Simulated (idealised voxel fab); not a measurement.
The document below concerns the process module designated voxel ribs on slabs.
The figure presents cross-section cut, which has a width of 205 nm and is divided into square cells with an edge length of 5 nm.
We lay out every cross-section as a grid of square cells and spell it out in bands from the top down, where one band means one or more rows of cells.
Quick guide to a band line: top height, bottom height (nm) up front; then every material left to right with its width in nm. Only one material and it's marked "edge to edge"? Then it fills the band edge to edge. And "blank" just means empty space.
Heads up on the height convention: 0 is the point under which the incoming wafer is all one material, and the lowest band has no bottom, it just keeps going down, like "0..down".
The notation "30..40" denotes a width that varies across the rows of cells in the band, beginning at the first number in the top row, finishing at the second number in the bottom row, and changing by an identical amount from each row to the next.
Take "no modification" at face value: in the step it is given for, the cross-section changed in none of its cells.
Listed in "Enclosed void listing": every empty space of 8 or more cells without an open way to the top. Form: width x height at distance, the distance being from the left edge, all in nm.
after a step's settings: what the simulator itself notes on the step
"overlay nm" denotes, for a step that has a mask, the displacement of the mask to the right of its planned place, with negative values corresponding to the left.
The process steps that were planned are listed below
- 1: RECEIVE [material Si]
- 2: DIRECTIONAL_DEP [material SiO2] [thk nm 25]
- 3: DIRECTIONAL_DEP [material polySi] [thk nm 20]
- 4: PATTERN [tone cover] [mask id RIB] [material resist] [width nm 30] [thk nm 20] [overlay nm 0]
- 5: DIRECTIONAL_ETCH [etch materials polySi] [depth nm 10]
- 6: STRIP [etch materials resist]
- 7: MASKED_ETCH [tone cover] [mask id SLAB] [width nm 60] [etch materials polySi] [depth nm 10] [overlay nm 0]
- 8: FILL_DEP [material SiO2] [thk nm 25]
- 9: CMP [height nm 60]
- 10: DIRECTIONAL_DEP [material TiN] [thk nm 5]
- 11: PATTERN [tone cover] [mask id HEATER] [material resist] [width nm 40] [thk nm 20] [overlay nm 0]
- 12: DIRECTIONAL_ETCH [etch materials TiN] [depth nm 5]
- 13: STRIP [etch materials resist]
- 14: CONFORMAL_DEP [material SiO2] [thk nm 10]
As received, after step 1
> 0..down | Si edge to edge
> Enclosed void listing: none
End state of the module in cross-section, given the above starting point and plan and one mistake in execution
> 75..70 | 70 blank, then 60 SiO2, then 75 blank
> 70..65 | SiO2 edge to edge
> 65..60 | 80 SiO2, then 40 TiN, then 85 SiO2
> 60..45 | SiO2 edge to edge
> 45..35 | 70 SiO2, then 15 polySi, then 30 SiO2, then 15 polySi, then 75 SiO2
> 35..25 | polySi edge to edge
> 25..0 | SiO2 edge to edge
> 0..down | Si edge to edge
> Enclosed void listing: none
In executing the process, a mistake was made relative to the plan: contrary to plan, step 4 was performed as PATTERN [tone open] [mask id RIB] [material resist] [width nm 30] [thk nm 20] [overlay nm 0]
